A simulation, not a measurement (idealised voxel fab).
The document below concerns the process module designated voxel released beams.
The width of the displayed cross-section, cut, is 195 nm; its cells are square, with a size of 5 nm.
If you're reading a cross-section in this doc, picture square cells in a grid; it comes to you as bands, top ones listed first down to the bottom, and a band can be one or more rows of cells.
Top height, bottom height, nm. Materials left to right, width each, nm. Single material + "everywhere" = fills band edge to edge. "empty" = empty.
The reference from which all heights are counted is 0, the level beneath which the as-received wafer is entirely one material; the lowest band, having no lower bound, proceeds downward and is written after the example "0..down".
The expression "30..40" gives the width at the extremes of the band, the first number at its top row of cells and the second at its bottom row, with the width changing by equal amounts from each row to the next in between.
"nothing altered" for a step: no cell of the cross-section changed in that step.
You'll see "Closed voids list" listing empty spaces that have no way open to the top, as long as they're 8 cells or more; the notation is width x height at distance, where the distance is from the left edge, and all of it is in nm.
Read whatever lies past the settings on a step's line as the simulator's own remark about the step.
"overlay nm" denotes, for a step that has a mask, the displacement of the mask to the right of its planned place, with negative values corresponding to the left.
PROCESS STEPS (PLANNED)
- 1: RECEIVE, material Si
- 2: CONFORMAL_DEP, material SiN, thk nm 5
- 3: DIRECTIONAL_DEP, material SiO2, thk nm 10
- 4: DIRECTIONAL_DEP, material aC, thk nm 5
- 5: PATTERN, tone open, mask id ANCHOR, material resist, width nm 40, thk nm 30, overlay nm 0
- 6: DIRECTIONAL_ETCH, etch materials aC, depth nm 10
- 7: STRIP, etch materials resist
- 8: DIRECTIONAL_ETCH, etch materials SiO2, depth nm 10
- 9: STRIP, etch materials aC
- 10: CONFORMAL_DEP, material W, thk nm 15
- 11: MASKED_ETCH, tone cover, mask id BEAM, width nm 110, etch materials W, depth nm 15, overlay nm 0
- 12: STRIP, etch materials SiO2
Be aware that, although all wafers share a common starting state, the thk nm at step 4 differs among them, and the plan displays the first wafer's value.
THIS IS HOW THE FIRST OF SEVERAL WAFERS LOOKED IN CROSS-SECTION WHEN IT ARRIVED, WHICH IS AFTER STEP 1
  0..down = Si everywhere
  Closed voids list: none
THE FOLLOWING TABLE CONTAINS A ROW PER WAFER, IN WHICH ARE REPORTED, AT THE CONCLUSION OF THE MODULE, THE CELLS OF EACH MATERIAL GAINED (+) OR LOST (-) SINCE THE WAFER'S RECEIPT, WITH ITS CLOSED VOIDS GIVEN THEREAFTER
thk nm 5; +39 SiN; +78 W; Closed voids list: none
thk nm 10; +39 SiN; +78 W; Closed voids list: none
thk nm 15; +39 SiN; Closed voids list: none
thk nm 20; +39 SiN; Closed voids list: none
thk nm 25; +39 SiN; Closed voids list: none
